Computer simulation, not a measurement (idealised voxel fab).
This section sets out a process module, namely voxel self aligned contacts.
Square cells of 5 nm make up the cross-section cut, whose width is 230 nm.
Cross-section spec: square-cell grid; bands listed top down; each band is one or more rows. It is stipulated that each band's entry specify, in nanometres, the height of the top of the band and then that of its bottom, followed by the materials of the band in left-to-right sequence, each together with its width in nanometres. A single material marked by the word "everywhere" is understood to fill the band from edge to edge; the word "blank" is understood to denote empty space. Zero point of the height axis is 0; under it, received wafer = one material. Lowest band: continues down indefinitely, "from 0 down". Read "30 to 40" as a graded width: first number on top, second number at the bottom, same change between each pair of neighbouring rows. What does "remained unchanged" mean for a step? It means no cell of the cross-section changed in that step. Closed-off voids of 8+ cells (no open route to the top) go in "Closed empty spaces", written width x height at distance from the left edge, in nm. Text after the settings on a step's line: the simulator's own remark on that step. Among the settings permitted on a step's line is "overlay nm"; applied to a step with a mask, it specifies the extent to which the mask lay to the right of its planned position, whereas a negative figure signifies a position to the left.
### The planned process steps are enumerated hereunder
| 1 | RECEIVE: material Si |
| 2 | OXIDIZE: depth nm 5 |
| 3 | DIRECTIONAL_DEP: material polySi, thk nm 20 |
| 4 | DIRECTIONAL_DEP: material SiN, thk nm 25 |
| 5 | MASKED_ETCH: tone cover, mask id GATE, width nm 35, pitch nm 75, etch materials SiN, depth nm 25, overlay nm 0 |
| 6 | MASKED_ETCH: tone cover, mask id GATE, width nm 35, pitch nm 75, etch materials polySi, depth nm 20, overlay nm 0 |
| 7 | CONFORMAL_DEP: material SiN, thk nm 10 |
| 8 | DIRECTIONAL_ETCH: etch materials SiN, depth nm 10 |
| 9 | FILL_DEP: material SiO2, thk nm 15 |
| 10 | CMP: height nm 50 |
| 11 | DIRECTIONAL_DEP: material aC, thk nm 10 |
| 12 | PATTERN: tone open, mask id CONTACT, material resist, width nm 60, pitch nm 75, thk nm 30, overlay nm 0 |
| 13 | DIRECTIONAL_ETCH: etch materials aC, depth nm 10 |
| 14 | STRIP: etch materials resist |
| 15 | DIRECTIONAL_ETCH: etch materials SiO2, depth nm 55 |
| 16 | STRIP: etch materials aC |
| 17 | CONFORMAL_DEP: material TiN, thk nm 5 |
| 18 | FILL_DEP: material Ru, thk nm 10 |
| 19 | CMP: height nm 50 |
| 20 | CONFORMAL_DEP: material SiCN, thk nm 5 |
### The first of two wafers, run as planned
### as received, after step 1
	from 0 down = Si everywhere
	Closed empty spaces: none
### How the wafer stands in section after step 2
	from 0 to -5 = SiO2 everywhere
	Unchanged below -5.
### How the wafer stands in section after step 3
	from 20 to 0 = polySi everywhere
	Unchanged below 0.
### How the wafer stands in section after step 4
	from 45 to 20 = SiN everywhere
	Unchanged below 20.
### How the wafer stands in section after step 5
	from 45 to 20 = blank: 20  SiN: 35  blank: 40  SiN: 35  blank: 40  SiN: 35  blank: 25
	Unchanged below 20.
### How the wafer stands in section after step 6
	from 45 to 20 = blank: 20  SiN: 35  blank: 40  SiN: 35  blank: 40  SiN: 35  blank: 25
	from 20 to 0 = blank: 20  polySi: 35  blank: 40  polySi: 35  blank: 40  polySi: 35  blank: 25
	Unchanged below 0.
### How the wafer stands in section after step 7
	from 55 to 20 = blank: 10  SiN: 55  blank: 20  SiN: 55  blank: 20  SiN: 55  blank: 15
	from 20 to 10 = blank: 10  SiN: 10  polySi: 35  SiN: 10  blank: 20  SiN: 10  polySi: 35  SiN: 10  blank: 20  SiN: 10  polySi: 35  SiN: 10  blank: 15
	from 10 to 0 = SiN: 20  polySi: 35  SiN: 40  polySi: 35  SiN: 40  polySi: 35  SiN: 25
	Unchanged below 0.
### How the wafer stands in section after step 8
	from 45 to 20 = blank: 10  SiN: 55  blank: 20  SiN: 55  blank: 20  SiN: 55  blank: 15
	from 20 to 0 = blank: 10  SiN: 10  polySi: 35  SiN: 10  blank: 20  SiN: 10  polySi: 35  SiN: 10  blank: 20  SiN: 10  polySi: 35  SiN: 10  blank: 15
	Unchanged below 0.
### How the wafer stands in section after step 9
	from 60 to 45 = SiO2 everywhere
	from 45 to 20 = SiO2: 10  SiN: 55  SiO2: 20  SiN: 55  SiO2: 20  SiN: 55  SiO2: 15
	from 20 to 0 = SiO2: 10  SiN: 10  polySi: 35  SiN: 10  SiO2: 20  SiN: 10  polySi: 35  SiN: 10  SiO2: 20  SiN: 10  polySi: 35  SiN: 10  SiO2: 15
	Unchanged below 0.
### How the wafer stands in section after step 10
	from 50 to 45 = SiO2 everywhere
	Unchanged below 45.
### How the wafer stands in section after step 11
	from 60 to 50 = aC everywhere
	Unchanged below 50.
### How the wafer stands in section after step 12
	from 90 to 60 = resist: 45  blank: 60  resist: 15  blank: 60  resist: 50
	Unchanged below 60.
### How the wafer stands in section after step 13
	from 80 to 60 = resist: 45  blank: 60  resist: 15  blank: 60  resist: 50
	from 60 to 50 = aC: 45  blank: 60  aC: 15  blank: 60  aC: 50
	Unchanged below 50.
### How the wafer stands in section after step 14
	from 60 to 50 = aC: 45  blank: 60  aC: 15  blank: 60  aC: 50
	Unchanged below 50.
### How the wafer stands in section after step 15
	from 60 to 50 = aC: 45  blank: 60  aC: 15  blank: 60  aC: 50
	from 50 to 45 = SiO2: 45  blank: 60  SiO2: 15  blank: 60  SiO2: 50
	from 45 to 20 = SiO2: 10  SiN: 55  blank: 20  SiN: 55  blank: 20  SiN: 55  SiO2: 15
	from 20 to 0 = SiO2: 10  SiN: 10  polySi: 35  SiN: 10  blank: 20  SiN: 10  polySi: 35  SiN: 10  blank: 20  SiN: 10  polySi: 35  SiN: 10  SiO2: 15
	from 0 to -5 = SiO2: 65  blank: 20  SiO2: 55  blank: 20  SiO2: 70
	Unchanged below -5.
### How the wafer stands in section after step 16
	from 50 to 45 = SiO2: 45  blank: 60  SiO2: 15  blank: 60  SiO2: 50
	Unchanged below 45.
### How the wafer stands in section after step 17
	from 55 to 50 = TiN: 50  blank: 50  TiN: 25  blank: 50  TiN: 55
	from 50 to 45 = SiO2: 45  TiN: 25  blank: 10  TiN: 25  SiO2: 15  TiN: 25  blank: 10  TiN: 25  SiO2: 50
	from 45 to 20 = SiO2: 10  SiN: 55  TiN: 5  blank: 10  TiN: 5  SiN: 55  TiN: 5  blank: 10  TiN: 5  SiN: 55  SiO2: 15
	from 20 to 0 = SiO2: 10  SiN: 10  polySi: 35  SiN: 10  TiN: 5  blank: 10  TiN: 5  SiN: 10  polySi: 35  SiN: 10  TiN: 5  blank: 10  TiN: 5  SiN: 10  polySi: 35  SiN: 10  SiO2: 15
	from 0 to -5 = SiO2: 65  TiN: 20  SiO2: 55  TiN: 20  SiO2: 70
	Unchanged below -5.
### How the wafer stands in section after step 18
	from 65 to 55 = Ru everywhere
	from 55 to 50 = TiN: 50  Ru: 50  TiN: 25  Ru: 50  TiN: 55
	from 50 to 45 = SiO2: 45  TiN: 25  Ru: 10  TiN: 25  SiO2: 15  TiN: 25  Ru: 10  TiN: 25  SiO2: 50
	from 45 to 20 = SiO2: 10  SiN: 55  TiN: 5  Ru: 10  TiN: 5  SiN: 55  TiN: 5  Ru: 10  TiN: 5  SiN: 55  SiO2: 15
	from 20 to 0 = SiO2: 10  SiN: 10  polySi: 35  SiN: 10  TiN: 5  Ru: 10  TiN: 5  SiN: 10  polySi: 35  SiN: 10  TiN: 5  Ru: 10  TiN: 5  SiN: 10  polySi: 35  SiN: 10  SiO2: 15
	Unchanged below 0.
### How the wafer stands in section after step 19
	from 50 to 45 = SiO2: 45  TiN: 25  Ru: 10  TiN: 25  SiO2: 15  TiN: 25  Ru: 10  TiN: 25  SiO2: 50
	Unchanged below 45.
### How the wafer stands in section after step 20
	from 55 to 50 = SiCN everywhere
	Unchanged below 50.
### Wafer two of two - same starting point, same process plan, one mistake in execution; matches wafer one up to and including step 1
### Cross-section of the second wafer at the time step 2 of the plan should have ended
	from 20 to 0 = polySi everywhere
	Unchanged below 0.
### Cross-section of the second wafer at the time step 3 of the plan should have ended
	from 20 to 15 = SiO2 everywhere
	Unchanged below 15.
### Cross-section of the second wafer at the time step 4 of the plan should have ended
	from 45 to 20 = SiN everywhere
	Unchanged below 20.
### Cross-section of the second wafer at the time step 5 of the plan should have ended
	from 45 to 20 = blank: 20  SiN: 35  blank: 40  SiN: 35  blank: 40  SiN: 35  blank: 25
	Unchanged below 20.
Cross-section of the second wafer at the time step 6 of the plan should have ended: remained unchanged
### Cross-section of the second wafer at the time step 7 of the plan should have ended
	from 55 to 30 = blank: 10  SiN: 55  blank: 20  SiN: 55  blank: 20  SiN: 55  blank: 15
	from 30 to 20 = SiN everywhere
	Unchanged below 20.
### Cross-section of the second wafer at the time step 8 of the plan should have ended
	from 45 to 20 = blank: 10  SiN: 55  blank: 20  SiN: 55  blank: 20  SiN: 55  blank: 15
	Unchanged below 20.
### Cross-section of the second wafer at the time step 9 of the plan should have ended
	from 60 to 45 = SiO2 everywhere
	from 45 to 20 = SiO2: 10  SiN: 55  SiO2: 20  SiN: 55  SiO2: 20  SiN: 55  SiO2: 15
	Unchanged below 20.
### Cross-section of the second wafer at the time step 10 of the plan should have ended
	from 50 to 45 = SiO2 everywhere
	Unchanged below 45.
### Cross-section of the second wafer at the time step 11 of the plan should have ended
	from 60 to 50 = aC everywhere
	Unchanged below 50.
### Cross-section of the second wafer at the time step 12 of the plan should have ended
	from 90 to 60 = resist: 45  blank: 60  resist: 15  blank: 60  resist: 50
	Unchanged below 60.
### Cross-section of the second wafer at the time step 13 of the plan should have ended
	from 80 to 60 = resist: 45  blank: 60  resist: 15  blank: 60  resist: 50
	from 60 to 50 = aC: 45  blank: 60  aC: 15  blank: 60  aC: 50
	Unchanged below 50.
### Cross-section of the second wafer at the time step 14 of the plan should have ended
	from 60 to 50 = aC: 45  blank: 60  aC: 15  blank: 60  aC: 50
	Unchanged below 50.
### Cross-section of the second wafer at the time step 15 of the plan should have ended
	from 60 to 50 = aC: 45  blank: 60  aC: 15  blank: 60  aC: 50
	from 50 to 45 = SiO2: 45  blank: 60  SiO2: 15  blank: 60  SiO2: 50
	from 45 to 20 = SiO2: 10  SiN: 55  blank: 20  SiN: 55  blank: 20  SiN: 55  SiO2: 15
	from 20 to 15 = SiO2: 65  blank: 20  SiO2: 55  blank: 20  SiO2: 70
	Unchanged below 15.
### Cross-section of the second wafer at the time step 16 of the plan should have ended
	from 50 to 45 = SiO2: 45  blank: 60  SiO2: 15  blank: 60  SiO2: 50
	Unchanged below 45.
### Cross-section of the second wafer at the time step 17 of the plan should have ended
	from 55 to 50 = TiN: 50  blank: 50  TiN: 25  blank: 50  TiN: 55
	from 50 to 45 = SiO2: 45  TiN: 25  blank: 10  TiN: 25  SiO2: 15  TiN: 25  blank: 10  TiN: 25  SiO2: 50
	from 45 to 20 = SiO2: 10  SiN: 55  TiN: 5  blank: 10  TiN: 5  SiN: 55  TiN: 5  blank: 10  TiN: 5  SiN: 55  SiO2: 15
	from 20 to 15 = SiO2: 65  TiN: 20  SiO2: 55  TiN: 20  SiO2: 70
	Unchanged below 15.
### Cross-section of the second wafer at the time step 18 of the plan should have ended
	from 65 to 55 = Ru everywhere
	from 55 to 50 = TiN: 50  Ru: 50  TiN: 25  Ru: 50  TiN: 55
	from 50 to 45 = SiO2: 45  TiN: 25  Ru: 10  TiN: 25  SiO2: 15  TiN: 25  Ru: 10  TiN: 25  SiO2: 50
	from 45 to 20 = SiO2: 10  SiN: 55  TiN: 5  Ru: 10  TiN: 5  SiN: 55  TiN: 5  Ru: 10  TiN: 5  SiN: 55  SiO2: 15
	Unchanged below 20.
### Cross-section of the second wafer at the time step 19 of the plan should have ended
	from 50 to 45 = SiO2: 45  TiN: 25  Ru: 10  TiN: 25  SiO2: 15  TiN: 25  Ru: 10  TiN: 25  SiO2: 50
	Unchanged below 45.
### Cross-section of the second wafer at the time step 20 of the plan should have ended
	from 55 to 50 = SiCN everywhere
	Unchanged below 50.
Which mistake was made when the wafer was run? steps 2 and 3 run out of order (swapped)
End check, counted in cells, second wafer has more or fewer of these materials than the first: -16 Ru; +46 Si; -48 SiN; -20 SiO2; -16 TiN; +54 polySi
